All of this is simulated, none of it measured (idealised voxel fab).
process module | voxel self aligned contacts
cross-section cut | 140 nm wide | cells 5 nm
A cross-section is a grid of square cells, given in bands from the top down. A band is one or more rows of cells.
Each band's line starts with the height of the band's top and of its bottom, in nm. Then come its materials from left to right, each with its width in nm. One material with "throughout" fills the band from edge to edge. "air" is empty space.
Height 0 is the level under which the wafer as received is all one material. The lowest band goes on downwards, as in "0 down".
A width such as "30 to 40" changes by the same amount from each row of cells to the next, from the band's top row to its bottom row.
"no change" after a step means that no cell of the cross-section changed.
closed voids: empty space of 8 cells or more with no open way to the top, each as width x height at its distance from the left edge, in nm
after a step's settings: what the simulator itself notes on the step
overlay nm, on a step with a mask: how far to the right of its planned place the mask lay; to the left if negative
plan
1 op RECEIVE | material Si
2 op OXIDIZE | depth nm 5
3 op DIRECTIONAL_DEP | material polySi | thk nm 25
4 op DIRECTIONAL_DEP | material SiN | thk nm 25
5 op PATTERN | tone cover | mask id GATE | material resist | width nm 35 | pitch nm 75 | thk nm 20 | overlay nm 0
6 op DIRECTIONAL_ETCH | etch materials SiN | depth nm 25
7 op DIRECTIONAL_ETCH | etch materials polySi | depth nm 25
8 op STRIP | etch materials resist
9 op CONFORMAL_DEP | material SiN | thk nm 10
10 op DIRECTIONAL_ETCH | etch materials SiN | depth nm 10
11 op FILL_DEP | material SiO2 | thk nm 10
12 op CMP | height nm 55
13 op PATTERN | tone open | mask id CONTACT | material resist | width nm 50 | thk nm 20 | overlay nm 0
14 op DIRECTIONAL_ETCH | etch materials SiO2 | depth nm 60
15 op STRIP | etch materials resist
16 op CONFORMAL_DEP | material TiN | thk nm 5
17 op FILL_DEP | material W | thk nm 10
18 op CMP | height nm 55
19 op CONFORMAL_DEP | material SiCN | thk nm 5
as received, after step 1
  0 down: Si throughout
  closed voids: none
first wafer at the end, as planned
  60 to 55: SiCN throughout
  55 to 50: SiO2 45 | TiN 20 | W 10 | TiN 20 | SiO2 45
  50 to 25: SiO2 5 | SiN 55 | TiN 5 | W 10 | TiN 5 | SiN 55 | SiO2 5
  25 to 0: SiO2 5 | SiN 10 | polySi 35 | SiN 10 | TiN 5 | W 10 | TiN 5 | SiN 10 | polySi 35 | SiN 10 | SiO2 5
  0 to -5: SiO2 60 | TiN 20 | SiO2 60
  -5 down: Si throughout
  closed voids: none
second wafer at the end: like start, like plan, one mistake
  70 to 55: SiCN throughout
  55 to 50: SiO2 45 | TiN 20 | W 10 | TiN 20 | SiO2 45
  50 to 25: SiO2 5 | SiN 55 | TiN 5 | W 10 | TiN 5 | SiN 55 | SiO2 5
  25 to 0: SiO2 5 | SiN 10 | polySi 35 | SiN 10 | TiN 5 | W 10 | TiN 5 | SiN 10 | polySi 35 | SiN 10 | SiO2 5
  0 to -5: SiO2 60 | TiN 20 | SiO2 60
  -5 down: Si throughout
  closed voids: none
what went wrong: step 19 ran as: op CONFORMAL_DEP | material SiCN | thk nm 15
at the end the second wafer has, in cells: 56 more of SiCN
